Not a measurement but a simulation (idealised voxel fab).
Process module, titled voxel wiring stack
Section cut is 250 nm wide and gridded with 5 nm square cells.
How to read a cross-section here: the picture is a grid of square cells, written as bands going from the top down, and any band can span one or more rows of cells. Band entry format. Leading values: height of top, height of bottom, nm. Remainder: materials in left-to-right order, each with its width in nm. Special words: "everywhere" on a single material, which then fills the band edge to edge; "empty", empty space. Heights are expressed relative to 0, this being the level below which the as-received wafer comprises one material exclusively. The lowest band is unbounded in the downward direction and is denoted as in "0 and below". The notation "30..40" denotes a width that varies across the rows of cells in the band, beginning at the first number in the top row, finishing at the second number in the bottom row, and changing by an identical amount from each row to the next. "nothing changed", as given for a step, is the statement that not any cell of the cross-section underwent a change during that step. So "Enclosed void catalog" is basically the list of trapped voids: any empty space of 8 cells or more that can't reach the top through an opening. They're written width x height at distance, the distance being from the left edge, and it's all nm. Step line, after settings: the simulator's comment on this step. A step's line can hold "overlay nm"; with a mask on that step, the setting says how far right of the planned place the mask lay, while a negative setting says it lay to the left. Reading guide: pairs of cross-sections, before and after one process step; after view cut off at lowest changed band; step and settings listed under each pair. Pairs may stem from different runs of this module on the same starting wafer; continuity with the pair above only where the "Preceding state" entry states it.

# Preceding state
> 160 down to 150  empty=80 | SiO2=15 | empty=20 | SiO2=20 | empty=20 | SiO2=10 | empty=85
> 150 down to 145  SiO2=95 | empty=20 | SiO2=20 | empty=20 | SiO2=95
> 145 down to 140  SiO2=80 | SiN=15 | empty=20 | SiN=20 | empty=20 | SiN=10 | SiO2=85
> 140 down to 135  SiO2=80 | SiN=5 | Ru=35 | SiN=5 | Ru=35 | SiN=5 | SiO2=85
> 135 down to 130  SiN=85 | Ru=35 | SiN=5 | Ru=35 | SiN=90
> 130 down to 120  SiO2=95 | Ru=15 | SiO2=25 | Ru=15 | SiO2=100
> 120 down to 110  SiCN=95..90 | Ru=15..30 | SiCN=25..10 | Ru=15..30 | SiCN=100..90
> 110 down to 90  lowk=95 | TiN=5 | Cu=10 | TiN=5 | lowk=20 | TiN=5 | Cu=10 | TiN=5 | lowk=95
> 90 down to 85  SiCN=95 | TiN=20 | SiCN=20 | TiN=20 | SiCN=95
> 85 down to 75  lowk=95 | Ru=15 | lowk=140
> 75 down to 70  SiCN=95 | Ru=15 | SiCN=140
> 70 down to 55  lowk=95 | TiN=5 | Cu=10 | TiN=5 | lowk=20 | TiN=5 | Cu=10 | TiN=5 | lowk=95
> 55 down to 50  lowk=95 | TiN=5 | Cu=5 | TiN=10 | lowk=20 | TiN=5 | Cu=5 | TiN=10 | lowk=95
> 50 down to 40  lowk=95 | TiN=5 | Cu=5 | TiN=5 | lowk=25 | TiN=5 | Cu=5 | TiN=5 | lowk=100
> 40 down to 35  SiCN=95 | TiN=15 | SiCN=25 | TiN=15 | SiCN=100
> 35 down to 15  SiO2=95 | TiN=5 | Cu=10 | TiN=5 | SiO2=20 | TiN=5 | Cu=10 | TiN=5 | SiO2=95
> 15 down to 10  SiN=95 | TiN=20 | SiN=20 | TiN=20 | SiN=95
> 10 down to 0  SiO2 everywhere
> 0 and below  Si everywhere
> Enclosed void catalog: none

# Sectional Result
> 165 down to 160  empty=75 | TiN=25 | empty=10 | TiN=30 | empty=10 | TiN=20 | empty=80
> 160 down to 155  empty=75 | TiN=5 | SiO2=15 | TiN=5 | empty=10 | TiN=5 | SiO2=20 | TiN=5 | empty=10 | TiN=5 | SiO2=10 | TiN=5 | empty=80
> 155 down to 150  TiN=80 | SiO2=15 | TiN=5 | empty=10 | TiN=5 | SiO2=20 | TiN=5 | empty=10 | TiN=5 | SiO2=10 | TiN=85
> 150 down to 145  SiO2=95 | TiN=5 | empty=10 | TiN=5 | SiO2=20 | TiN=5 | empty=10 | TiN=5 | SiO2=95
> 145 down to 140  SiO2=80 | SiN=15 | TiN=20 | SiN=20 | TiN=20 | SiN=10 | SiO2=85
> Under 140: no change, same as before.
> Enclosed void catalog: none
Between before and after as drawn above: CONFORMAL_DEP: material TiN, thk nm 5

Preceding state: The pre-step condition corresponds to the post-step cross-section depicted in the pair directly above.

# Sectional Result
> 175 down to 165  W everywhere
> 165 down to 160  W=75 | TiN=25 | W=10 | TiN=30 | W=10 | TiN=20 | W=80
> 160 down to 155  W=75 | TiN=5 | SiO2=15 | TiN=5 | W=10 | TiN=5 | SiO2=20 | TiN=5 | W=10 | TiN=5 | SiO2=10 | TiN=5 | W=80
> 155 down to 150  TiN=80 | SiO2=15 | TiN=5 | W=10 | TiN=5 | SiO2=20 | TiN=5 | W=10 | TiN=5 | SiO2=10 | TiN=85
> 150 down to 145  SiO2=95 | TiN=5 | W=10 | TiN=5 | SiO2=20 | TiN=5 | W=10 | TiN=5 | SiO2=95
> Under 145: no change, same as before.
> Enclosed void catalog: none
Between before and after as drawn above: FILL_DEP: material W, thk nm 10

Preceding state: The pre-step condition corresponds to the post-step cross-section depicted in the pair directly above.

# Sectional Result
> 150 down to 145  SiO2=95 | TiN=5 | W=10 | TiN=5 | SiO2=20 | TiN=5 | W=10 | TiN=5 | SiO2=95
> Under 145: no change, same as before.
> Enclosed void catalog: none
Between before and after as drawn above: CMP: height nm 150

Preceding state: The pre-step condition corresponds to the post-step cross-section depicted in the pair directly above.

# Sectional Result
> 155 down to 150  empty=90 | Ru=30 | empty=10 | Ru=30 | empty=90
> Under 150: no change, same as before.
> Enclosed void catalog: none
Between before and after as drawn above: EPI: material Ru, thk nm 5

Preceding state: The pre-step condition corresponds to the post-step cross-section depicted in the pair directly above.

# Sectional Result
> 160 down to 155  SiCN everywhere
> 155 down to 150  SiCN=90 | Ru=30 | SiCN=10 | Ru=30 | SiCN=90
> Under 150: no change, same as before.
> Enclosed void catalog: none
Between before and after as drawn above: FILL_DEP: material SiCN, thk nm 5

# Preceding state
> 130 down to 120  SiO2=95 | Ru=15 | SiO2=25 | Ru=15 | SiO2=100
> 120 down to 110  SiCN=95..90 | Ru=15..30 | SiCN=25..10 | Ru=15..30 | SiCN=100..90
> 110 down to 90  lowk=95 | TiN=5 | Cu=10 | TiN=5 | lowk=20 | TiN=5 | Cu=10 | TiN=5 | lowk=95
> 90 down to 85  SiCN=95 | TiN=20 | SiCN=20 | TiN=20 | SiCN=95
> 85 down to 75  lowk=95 | Ru=15 | lowk=140
> 75 down to 70  SiCN=95 | Ru=15 | SiCN=140
> 70 down to 55  lowk=95 | TiN=5 | Cu=10 | TiN=5 | lowk=20 | TiN=5 | Cu=10 | TiN=5 | lowk=95
> 55 down to 50  lowk=95 | TiN=5 | Cu=5 | TiN=10 | lowk=20 | TiN=5 | Cu=5 | TiN=10 | lowk=95
> 50 down to 40  lowk=95 | TiN=5 | Cu=5 | TiN=5 | lowk=25 | TiN=5 | Cu=5 | TiN=5 | lowk=100
> 40 down to 35  SiCN=95 | TiN=15 | SiCN=25 | TiN=15 | SiCN=100
> 35 down to 15  SiO2=95 | TiN=5 | Cu=10 | TiN=5 | SiO2=20 | TiN=5 | Cu=10 | TiN=5 | SiO2=95
> 15 down to 10  SiN=95 | TiN=20 | SiN=20 | TiN=20 | SiN=95
> 10 down to 0  SiO2 everywhere
> 0 and below  Si everywhere
> Enclosed void catalog: none

# Sectional Result
> 145 down to 130  SiO2 everywhere
> Under 130: no change, same as before.
> Enclosed void catalog: none
Between before and after as drawn above: DIRECTIONAL_DEP: material SiO2, thk nm 15

Preceding state: The pre-step condition corresponds to the post-step cross-section depicted in the pair directly above.

# Sectional Result
> 150 down to 145  SiN everywhere
> Under 145: no change, same as before.
> Enclosed void catalog: none
Between before and after as drawn above: CONFORMAL_DEP: material SiN, thk nm 5

Preceding state: The pre-step condition corresponds to the post-step cross-section depicted in the pair directly above.

# Sectional Result
> 150 down to 145  SiN=95 | empty=20 | SiN=20 | empty=20 | SiN=95
> Under 145: no change, same as before.
> Enclosed void catalog: none
Between before and after as drawn above: MASKED_ETCH: tone open, mask id METAL_4, width nm 20, pitch nm 40, etch materials SiN, depth nm 5, overlay nm 0

Preceding state: The pre-step condition corresponds to the post-step cross-section depicted in the pair directly above.

# Sectional Result
> 155 down to 150  TiN=100 | empty=10 | TiN=30 | empty=10 | TiN=100
> 150 down to 145  SiN=95 | TiN=20 | SiN=20 | TiN=20 | SiN=95
> Under 145: no change, same as before.
> Enclosed void catalog: none
Between before and after as drawn above: CONFORMAL_DEP: material TiN, thk nm 5

Preceding state: The pre-step condition corresponds to the post-step cross-section depicted in the pair directly above.

# Sectional Result
> 165 down to 155  W everywhere
> 155 down to 150  TiN=100 | W=10 | TiN=30 | W=10 | TiN=100
> Under 150: no change, same as before.
> Enclosed void catalog: none
Between before and after as drawn above: FILL_DEP: material W, thk nm 10

Preceding state: The pre-step condition corresponds to the post-step cross-section depicted in the pair directly above.

# Sectional Result
> 150 down to 145  SiN=95 | TiN=20 | SiN=20 | TiN=20 | SiN=95
> Under 145: no change, same as before.
> Enclosed void catalog: none
Between before and after as drawn above: CMP: height nm 150

Preceding state: The pre-step condition corresponds to the post-step cross-section depicted in the pair directly above.

# Sectional Result
> 155 down to 150  empty=90 | Ru=30 | empty=10 | Ru=30 | empty=90
> Under 150: no change, same as before.
> Enclosed void catalog: none
Between before and after as drawn above: EPI: material Ru, thk nm 5

Preceding state: The pre-step condition corresponds to the post-step cross-section depicted in the pair directly above.

# Sectional Result
> 160 down to 155  SiCN everywhere
> 155 down to 150  SiCN=90 | Ru=30 | SiCN=10 | Ru=30 | SiCN=90
> Under 150: no change, same as before.
> Enclosed void catalog: none
Between before and after as drawn above: FILL_DEP: material SiCN, thk nm 5

# Preceding state
> 45 down to 40  Cu everywhere
> 40 down to 35  TiN=100 | Cu=10 | TiN=30 | Cu=10 | TiN=100
> 35 down to 15  SiO2=95 | TiN=5 | Cu=10 | TiN=5 | SiO2=20 | TiN=5 | Cu=10 | TiN=5 | SiO2=95
> 15 down to 10  SiN=95 | TiN=20 | SiN=20 | TiN=20 | SiN=95
> 10 down to 0  SiO2 everywhere
> 0 and below  Si everywhere
> Enclosed void catalog: none

# Sectional Result
> 25 down to 15  SiO2=95 | TiN=5 | Cu=10 | TiN=5 | SiO2=20 | TiN=5 | Cu=10 | TiN=5 | SiO2=95
> Under 15: no change, same as before.
> Enclosed void catalog: none
Between before and after as drawn above: CMP: height nm 25

Preceding state: The pre-step condition corresponds to the post-step cross-section depicted in the pair directly above.

# Sectional Result
> 30 down to 25  SiCN everywhere
> Under 25: no change, same as before.
> Enclosed void catalog: none
Between before and after as drawn above: CONFORMAL_DEP: material SiCN, thk nm 5

Preceding state: The pre-step condition corresponds to the post-step cross-section depicted in the pair directly above.

# Sectional Result
> 60 down to 30  lowk everywhere
> Under 30: no change, same as before.
> Enclosed void catalog: none
Between before and after as drawn above: DIRECTIONAL_DEP: material lowk, thk nm 30

Preceding state: The pre-step condition corresponds to the post-step cross-section depicted in the pair directly above.

# Sectional Result
> 60 down to 40  lowk=95 | empty=20 | lowk=20 | empty=20 | lowk=95
> Under 40: no change, same as before.
> Enclosed void catalog: none
Between before and after as drawn above: MASKED_ETCH: tone open, mask id METAL_2, width nm 20, pitch nm 40, etch materials lowk, depth nm 20, overlay nm 0

Preceding state: The pre-step condition corresponds to the post-step cross-section depicted in the pair directly above.

# Sectional Result
> 80 down to 60  resist=95 | empty=15 | resist=25 | empty=15 | resist=100
> 60 down to 40  lowk=95 | empty=15 | resist=5 | lowk=20 | empty=15 | resist=5 | lowk=95
> Under 40: no change, same as before.
> Enclosed void catalog: none
Between before and after as drawn above: PATTERN: tone open, mask id METAL_2_HOLES, material resist, width nm 15, pitch nm 40, thk nm 20, overlay nm 0

Preceding state: The pre-step condition corresponds to the post-step cross-section depicted in the pair directly above.

# Sectional Result
> 80 down to 60  resist=95 | empty=15 | resist=25 | empty=15 | resist=100
> 60 down to 40  lowk=95 | empty=15 | resist=5 | lowk=20 | empty=15 | resist=5 | lowk=95
> 40 down to 30  lowk=95 | empty=15 | lowk=25 | empty=15 | lowk=100
> Under 30: no change, same as before.
> Enclosed void catalog: none
Between before and after as drawn above: DIRECTIONAL_ETCH: etch materials lowk, depth nm 10

Preceding state: The pre-step condition corresponds to the post-step cross-section depicted in the pair directly above.

# Sectional Result
> 80 down to 60  resist=95 | empty=15 | resist=25 | empty=15 | resist=100
> 60 down to 40  lowk=95 | empty=15 | resist=5 | lowk=20 | empty=15 | resist=5 | lowk=95
> 40 down to 30  lowk=95 | empty=15 | lowk=25 | empty=15 | lowk=100
> 30 down to 25  SiCN=95 | empty=15 | SiCN=25 | empty=15 | SiCN=100
> Under 25: no change, same as before.
> Enclosed void catalog: none
Between before and after as drawn above: DIRECTIONAL_ETCH: etch materials SiCN, depth nm 5

Preceding state: The pre-step condition corresponds to the post-step cross-section depicted in the pair directly above.

# Sectional Result
> 60 down to 40  lowk=95 | empty=20 | lowk=20 | empty=20 | lowk=95
> Under 40: no change, same as before.
> Enclosed void catalog: none
Between before and after as drawn above: STRIP: etch materials resist

Preceding state: The pre-step condition corresponds to the post-step cross-section depicted in the pair directly above.

# Sectional Result
> 65 down to 60  TiN=100 | empty=10 | TiN=30 | empty=10 | TiN=100
> 60 down to 45  lowk=95 | TiN=5 | empty=10 | TiN=5 | lowk=20 | TiN=5 | empty=10 | TiN=5 | lowk=95
> 45 down to 40  lowk=95 | TiN=5 | empty=5 | TiN=10 | lowk=20 | TiN=5 | empty=5 | TiN=10 | lowk=95
> 40 down to 30  lowk=95 | TiN=5 | empty=5 | TiN=5 | lowk=25 | TiN=5 | empty=5 | TiN=5 | lowk=100
> 30 down to 25  SiCN=95 | TiN=15 | SiCN=25 | TiN=15 | SiCN=100
> Under 25: no change, same as before.
> Enclosed void catalog: none
Between before and after as drawn above: CONFORMAL_DEP: material TiN, thk nm 5

Preceding state: The pre-step condition corresponds to the post-step cross-section depicted in the pair directly above.

# Sectional Result
> 75 down to 65  Cu everywhere
> 65 down to 60  TiN=100 | Cu=10 | TiN=30 | Cu=10 | TiN=100
> 60 down to 45  lowk=95 | TiN=5 | Cu=10 | TiN=5 | lowk=20 | TiN=5 | Cu=10 | TiN=5 | lowk=95
> 45 down to 40  lowk=95 | TiN=5 | Cu=5 | TiN=10 | lowk=20 | TiN=5 | Cu=5 | TiN=10 | lowk=95
> 40 down to 30  lowk=95 | TiN=5 | Cu=5 | TiN=5 | lowk=25 | TiN=5 | Cu=5 | TiN=5 | lowk=100
> Under 30: no change, same as before.
> Enclosed void catalog: none
Between before and after as drawn above: FILL_DEP: material Cu, thk nm 10

Preceding state: The pre-step condition corresponds to the post-step cross-section depicted in the pair directly above.

# Sectional Result
> 70 down to 65  Cu everywhere
> Under 65: no change, same as before.
> Enclosed void catalog: none
Between before and after as drawn above: CMP: height nm 70

Preceding state: The pre-step condition corresponds to the post-step cross-section depicted in the pair directly above.

# Sectional Result
> 75 down to 70  SiCN everywhere
> Under 70: no change, same as before.
> Enclosed void catalog: none
Between before and after as drawn above: CONFORMAL_DEP: material SiCN, thk nm 5

Preceding state: The pre-step condition corresponds to the post-step cross-section depicted in the pair directly above.

# Sectional Result
> 85 down to 75  lowk everywhere
> Under 75: no change, same as before.
> Enclosed void catalog: none
Between before and after as drawn above: DIRECTIONAL_DEP: material lowk, thk nm 10

Preceding state: The pre-step condition corresponds to the post-step cross-section depicted in the pair directly above.

# Sectional Result
> 100 down to 85  aC everywhere
> Under 85: no change, same as before.
> Enclosed void catalog: none
Between before and after as drawn above: DIRECTIONAL_DEP: material aC, thk nm 15

Preceding state: The pre-step condition corresponds to the post-step cross-section depicted in the pair directly above.

# Sectional Result
> 135 down to 100  resist=95 | empty=15 | resist=140
> Under 100: no change, same as before.
> Enclosed void catalog: none
Between before and after as drawn above: PATTERN: tone open, mask id PLUG_2, material resist, width nm 15, thk nm 35, overlay nm 0

Preceding state: The pre-step condition corresponds to the post-step cross-section depicted in the pair directly above.

# Sectional Result
> 120 down to 100  resist=95 | empty=15 | resist=140
> 100 down to 85  aC=95 | empty=15 | aC=140
> Under 85: no change, same as before.
> Enclosed void catalog: none
Between before and after as drawn above: DIRECTIONAL_ETCH: etch materials aC, depth nm 15

Preceding state: The pre-step condition corresponds to the post-step cross-section depicted in the pair directly above.

# Sectional Result
> 100 down to 85  aC=95 | empty=15 | aC=140
> Under 85: no change, same as before.
> Enclosed void catalog: none
Between before and after as drawn above: STRIP: etch materials resist

Preceding state: The pre-step condition corresponds to the post-step cross-section depicted in the pair directly above.

# Sectional Result
> 100 down to 85  aC=95 | empty=15 | aC=140
> 85 down to 75  lowk=95 | empty=15 | lowk=140
> Under 75: no change, same as before.
> Enclosed void catalog: none
Between before and after as drawn above: DIRECTIONAL_ETCH: etch materials lowk, depth nm 10

Preceding state: The pre-step condition corresponds to the post-step cross-section depicted in the pair directly above.

# Sectional Result
> 100 down to 85  aC=95 | empty=15 | aC=140
> 85 down to 75  lowk=95 | empty=15 | lowk=140
> 75 down to 70  SiCN=95 | empty=15 | SiCN=140
> Under 70: no change, same as before.
> Enclosed void catalog: none
Between before and after as drawn above: DIRECTIONAL_ETCH: etch materials SiCN, depth nm 5

Preceding state: The pre-step condition corresponds to the post-step cross-section depicted in the pair directly above.

# Sectional Result
> 85 down to 75  lowk=95 | empty=15 | lowk=140
> Under 75: no change, same as before.
> Enclosed void catalog: none
Between before and after as drawn above: STRIP: etch materials aC

Preceding state: The pre-step condition corresponds to the post-step cross-section depicted in the pair directly above.

# Sectional Result
> 85 down to 80  lowk=95 | empty=15 | lowk=140
> 80 down to 75  lowk=95 | Ru=15 | lowk=140
> 75 down to 70  SiCN=95 | Ru=15 | SiCN=140
> Under 70: no change, same as before.
> Enclosed void catalog: none
Between before and after as drawn above: EPI: material Ru, thk nm 10

Preceding state: The pre-step condition corresponds to the post-step cross-section depicted in the pair directly above.

# Sectional Result
> 85 down to 75  lowk=95 | Ru=15 | lowk=140
> Under 75: no change, same as before.
> Enclosed void catalog: none
Between before and after as drawn above: EPI: material Ru, thk nm 5

Preceding state: The pre-step condition corresponds to the post-step cross-section depicted in the pair directly above.

# Sectional Result
> 90 down to 85  SiCN everywhere
> Under 85: no change, same as before.
> Enclosed void catalog: none
Between before and after as drawn above: CONFORMAL_DEP: material SiCN, thk nm 5

Preceding state: The pre-step condition corresponds to the post-step cross-section depicted in the pair directly above.

# Sectional Result
> 110 down to 90  lowk everywhere
> Under 90: no change, same as before.
> Enclosed void catalog: none
Between before and after as drawn above: DIRECTIONAL_DEP: material lowk, thk nm 20

Preceding state: The pre-step condition corresponds to the post-step cross-section depicted in the pair directly above.

# Sectional Result
> 125 down to 110  resist=95 | empty=20 | resist=20 | empty=20 | resist=95
> Under 110: no change, same as before.
> Enclosed void catalog: none
Between before and after as drawn above: PATTERN: tone open, mask id METAL_3, material resist, width nm 20, pitch nm 40, thk nm 15, overlay nm 0

Preceding state: The pre-step condition corresponds to the post-step cross-section depicted in the pair directly above.

# Sectional Result
> 125 down to 110  resist=95 | empty=20 | resist=20 | empty=20 | resist=95
> 110 down to 90  lowk=95 | empty=20 | lowk=20 | empty=20 | lowk=95
> Under 90: no change, same as before.
> Enclosed void catalog: none
Between before and after as drawn above: DIRECTIONAL_ETCH: etch materials lowk, depth nm 20

Preceding state: The pre-step condition corresponds to the post-step cross-section depicted in the pair directly above.

# Sectional Result
> 125 down to 110  resist=95 | empty=20 | resist=20 | empty=20 | resist=95
> 110 down to 90  lowk=95 | empty=20 | lowk=20 | empty=20 | lowk=95
> 90 down to 85  SiCN=95 | empty=20 | SiCN=20 | empty=20 | SiCN=95
> Under 85: no change, same as before.
> Enclosed void catalog: none
Between before and after as drawn above: DIRECTIONAL_ETCH: etch materials SiCN, depth nm 5

Preceding state: The pre-step condition corresponds to the post-step cross-section depicted in the pair directly above.

# Sectional Result
> 110 down to 90  lowk=95 | empty=20 | lowk=20 | empty=20 | lowk=95
> Under 90: no change, same as before.
> Enclosed void catalog: none
Between before and after as drawn above: STRIP: etch materials resist

Preceding state: The pre-step condition corresponds to the post-step cross-section depicted in the pair directly above.

# Sectional Result
> 115 down to 110  TiN=100 | empty=10 | TiN=30 | empty=10 | TiN=100
> 110 down to 90  lowk=95 | TiN=5 | empty=10 | TiN=5 | lowk=20 | TiN=5 | empty=10 | TiN=5 | lowk=95
> 90 down to 85  SiCN=95 | TiN=20 | SiCN=20 | TiN=20 | SiCN=95
> Under 85: no change, same as before.
> Enclosed void catalog: none
Between before and after as drawn above: CONFORMAL_DEP: material TiN, thk nm 5

Preceding state: The pre-step condition corresponds to the post-step cross-section depicted in the pair directly above.

# Sectional Result
> 120 down to 115  Cu everywhere
> 115 down to 110  TiN=100 | Cu=10 | TiN=30 | Cu=10 | TiN=100
> 110 down to 90  lowk=95 | TiN=5 | Cu=10 | TiN=5 | lowk=20 | TiN=5 | Cu=10 | TiN=5 | lowk=95
> Under 90: no change, same as before.
> Enclosed void catalog: none
Between before and after as drawn above: FILL_DEP: material Cu, thk nm 5

Preceding state: The pre-step condition corresponds to the post-step cross-section depicted in the pair directly above.

# Sectional Result
> 110 down to 90  lowk=95 | TiN=5 | Cu=10 | TiN=5 | lowk=20 | TiN=5 | Cu=10 | TiN=5 | lowk=95
> Under 90: no change, same as before.
> Enclosed void catalog: none
Between before and after as drawn above: CMP: height nm 110

Preceding state: The pre-step condition corresponds to the post-step cross-section depicted in the pair directly above.

# Sectional Result
> 115 down to 110  empty=90 | Ru=30 | empty=10 | Ru=30 | empty=90
> Under 110: no change, same as before.
> Enclosed void catalog: none
Between before and after as drawn above: EPI: material Ru, thk nm 5

Preceding state: The pre-step condition corresponds to the post-step cross-section depicted in the pair directly above.

# Sectional Result
> 120 down to 115  SiCN everywhere
> 115 down to 110  SiCN=90 | Ru=30 | SiCN=10 | Ru=30 | SiCN=90
> Under 110: no change, same as before.
> Enclosed void catalog: none
Between before and after as drawn above: FILL_DEP: material SiCN, thk nm 5

Preceding state: The pre-step condition corresponds to the post-step cross-section depicted in the pair directly above.

# Sectional Result
> 130 down to 120  SiO2 everywhere
> Under 120: no change, same as before.
> Enclosed void catalog: none
Between before and after as drawn above: DIRECTIONAL_DEP: material SiO2, thk nm 10

Preceding state: The pre-step condition corresponds to the post-step cross-section depicted in the pair directly above.

# Sectional Result
> 140 down to 130  aC everywhere
> Under 130: no change, same as before.
> Enclosed void catalog: none
Between before and after as drawn above: DIRECTIONAL_DEP: material aC, thk nm 10

Preceding state: The pre-step condition corresponds to the post-step cross-section depicted in the pair directly above.

# Sectional Result
> 170 down to 140  resist=95 | empty=15 | resist=25 | empty=15 | resist=100
> Under 140: no change, same as before.
> Enclosed void catalog: none
Between before and after as drawn above: PATTERN: tone open, mask id PLUG_3, material resist, width nm 15, pitch nm 40, thk nm 30, overlay nm 0

Preceding state: The pre-step condition corresponds to the post-step cross-section depicted in the pair directly above.

# Sectional Result
> 160 down to 140  resist=95 | empty=15 | resist=25 | empty=15 | resist=100
> 140 down to 130  aC=95 | empty=15 | aC=25 | empty=15 | aC=100
> Under 130: no change, same as before.
> Enclosed void catalog: none
Between before and after as drawn above: DIRECTIONAL_ETCH: etch materials aC, depth nm 10

Preceding state: The pre-step condition corresponds to the post-step cross-section depicted in the pair directly above.

# Sectional Result
> 140 down to 130  aC=95 | empty=15 | aC=25 | empty=15 | aC=100
> Under 130: no change, same as before.
> Enclosed void catalog: none
Between before and after as drawn above: STRIP: etch materials resist

Preceding state: The pre-step condition corresponds to the post-step cross-section depicted in the pair directly above.

# Sectional Result
> 140 down to 130  aC=95 | empty=15 | aC=25 | empty=15 | aC=100
> 130 down to 120  SiO2=95 | empty=15 | SiO2=25 | empty=15 | SiO2=100
> Under 120: no change, same as before.
> Enclosed void catalog: none
Between before and after as drawn above: DIRECTIONAL_ETCH: etch materials SiO2, depth nm 10

Preceding state: The pre-step condition corresponds to the post-step cross-section depicted in the pair directly above.

# Sectional Result
> 140 down to 130  aC=95 | empty=15 | aC=25 | empty=15 | aC=100
> 130 down to 120  SiO2=95 | empty=15 | SiO2=25 | empty=15 | SiO2=100
> 120 down to 115  SiCN=95 | empty=15 | SiCN=25 | empty=15 | SiCN=100
> Under 115: no change, same as before.
> Enclosed void catalog: none
Between before and after as drawn above: DIRECTIONAL_ETCH: etch materials SiCN, depth nm 5

Preceding state: The pre-step condition corresponds to the post-step cross-section depicted in the pair directly above.

# Sectional Result
> 130 down to 120  SiO2=95 | empty=15 | SiO2=25 | empty=15 | SiO2=100
> Under 120: no change, same as before.
> Enclosed void catalog: none
Between before and after as drawn above: STRIP: etch materials aC

Preceding state: The pre-step condition corresponds to the post-step cross-section depicted in the pair directly above.

# Sectional Result
> 130 down to 125  SiO2=95 | empty=15 | SiO2=25 | empty=15 | SiO2=100
> 125 down to 120  SiO2=95 | Ru=15 | SiO2=25 | Ru=15 | SiO2=100
> 120 down to 110  SiCN=95..90 | Ru=15..30 | SiCN=25..10 | Ru=15..30 | SiCN=100..90
> Under 110: no change, same as before.
> Enclosed void catalog: none
Between before and after as drawn above: EPI: material Ru, thk nm 10

Preceding state: The pre-step condition corresponds to the post-step cross-section depicted in the pair directly above.

# Sectional Result
> 130 down to 120  SiO2=95 | Ru=15 | SiO2=25 | Ru=15 | SiO2=100
> Under 120: no change, same as before.
> Enclosed void catalog: none
Between before and after as drawn above: EPI: material Ru, thk nm 5

Preceding state: The pre-step condition corresponds to the post-step cross-section depicted in the pair directly above.

# Sectional Result
> 135 down to 130  SiN everywhere
> Under 130: no change, same as before.
> Enclosed void catalog: none
Between before and after as drawn above: CONFORMAL_DEP: material SiN, thk nm 5

Preceding state: The pre-step condition corresponds to the post-step cross-section depicted in the pair directly above.

# Sectional Result
> 150 down to 135  SiO2 everywhere
> Under 135: no change, same as before.
> Enclosed void catalog: none
Between before and after as drawn above: DIRECTIONAL_DEP: material SiO2, thk nm 15

Preceding state: The pre-step condition corresponds to the post-step cross-section depicted in the pair directly above.

# Sectional Result
> 150 down to 135  SiO2=95 | empty=20 | SiO2=20 | empty=20 | SiO2=95
> Under 135: no change, same as before.
> Enclosed void catalog: none
Between before and after as drawn above: MASKED_ETCH: tone open, mask id METAL_4, width nm 20, pitch nm 40, etch materials SiO2, depth nm 15, overlay nm 0

Preceding state: The pre-step condition corresponds to the post-step cross-section depicted in the pair directly above.

# Sectional Result
> 150 down to 135  SiO2=95 | empty=20 | SiO2=20 | empty=20 | SiO2=95
> 135 down to 130  SiN=95 | empty=20 | SiN=20 | empty=20 | SiN=95
> Under 130: no change, same as before.
> Enclosed void catalog: none
Between before and after as drawn above: MASKED_ETCH: tone open, mask id METAL_4, width nm 20, pitch nm 40, etch materials SiN, depth nm 5, overlay nm 0

Preceding state: The pre-step condition corresponds to the post-step cross-section depicted in the pair directly above.

# Sectional Result
> 155 down to 150  TiN=100 | empty=10 | TiN=30 | empty=10 | TiN=100
> 150 down to 135  SiO2=95 | TiN=5 | empty=10 | TiN=5 | SiO2=20 | TiN=5 | empty=10 | TiN=5 | SiO2=95
> 135 down to 130  SiN=95 | TiN=20 | SiN=20 | TiN=20 | SiN=95
> Under 130: no change, same as before.
> Enclosed void catalog: none
Between before and after as drawn above: CONFORMAL_DEP: material TiN, thk nm 5

Preceding state: The pre-step condition corresponds to the post-step cross-section depicted in the pair directly above.

# Sectional Result
> 165 down to 155  W everywhere
> 155 down to 150  TiN=100 | W=10 | TiN=30 | W=10 | TiN=100
> 150 down to 135  SiO2=95 | TiN=5 | W=10 | TiN=5 | SiO2=20 | TiN=5 | W=10 | TiN=5 | SiO2=95
> Under 135: no change, same as before.
> Enclosed void catalog: none
Between before and after as drawn above: FILL_DEP: material W, thk nm 10

Preceding state: The pre-step condition corresponds to the post-step cross-section depicted in the pair directly above.

# Sectional Result
> 150 down to 135  SiO2=95 | TiN=5 | W=10 | TiN=5 | SiO2=20 | TiN=5 | W=10 | TiN=5 | SiO2=95
> Under 135: no change, same as before.
> Enclosed void catalog: none
Between before and after as drawn above: CMP: height nm 150

Preceding state: The pre-step condition corresponds to the post-step cross-section depicted in the pair directly above.

# Sectional Result
> 155 down to 150  empty=90 | Ru=30 | empty=10 | Ru=30 | empty=90
> Under 150: no change, same as before.
> Enclosed void catalog: none
Between before and after as drawn above: EPI: material Ru, thk nm 5

Preceding state: The pre-step condition corresponds to the post-step cross-section depicted in the pair directly above.

# Sectional Result
> 160 down to 155  SiCN everywhere
> 155 down to 150  SiCN=90 | Ru=30 | SiCN=10 | Ru=30 | SiCN=90
> Under 150: no change, same as before.
> Enclosed void catalog: none
Between before and after as drawn above: FILL_DEP: material SiCN, thk nm 5

# Preceding state
> 70 down to 40  lowk everywhere
> 40 down to 35  SiCN everywhere
> 35 down to 15  SiO2=95 | TiN=5 | Cu=10 | TiN=5 | SiO2=20 | TiN=5 | Cu=10 | TiN=5 | SiO2=95
> 15 down to 10  SiN=95 | TiN=20 | SiN=20 | TiN=20 | SiN=95
> 10 down to 0  SiO2 everywhere
> 0 and below  Si everywhere
> Enclosed void catalog: none

# Sectional Result
> 70 down to 50  lowk=100 | empty=15 | lowk=25 | empty=15 | lowk=95
> Under 50: no change, same as before.
> Enclosed void catalog: none
Between before and after as drawn above: MASKED_ETCH: tone open, mask id METAL_2, width nm 15, pitch nm 40, etch materials lowk, depth nm 20, overlay nm 0

Preceding state: The pre-step condition corresponds to the post-step cross-section depicted in the pair directly above.

# Sectional Result
> 90 down to 70  resist=95 | empty=15 | resist=25 | empty=15 | resist=100
> 70 down to 50  lowk=100 | empty=10 | resist=5 | lowk=25 | empty=10 | resist=5 | lowk=95
> Under 50: no change, same as before.
> Enclosed void catalog: none
Between before and after as drawn above: PATTERN: tone open, mask id METAL_2_HOLES, material resist, width nm 15, pitch nm 40, thk nm 20, overlay nm 0

Preceding state: The pre-step condition corresponds to the post-step cross-section depicted in the pair directly above.

# Sectional Result
> 90 down to 70  resist=95 | empty=15 | resist=25 | empty=15 | resist=100
> 70 down to 60  lowk=95 | empty=15 | resist=5 | lowk=20 | empty=15 | resist=5 | lowk=95
> 60 down to 50  lowk=100 | empty=10 | resist=5 | lowk=25 | empty=10 | resist=5 | lowk=95
> 50 down to 40  lowk=100 | empty=10 | lowk=30 | empty=10 | lowk=100
> Under 40: no change, same as before.
> Enclosed void catalog: none
Between before and after as drawn above: DIRECTIONAL_ETCH: etch materials lowk, depth nm 10
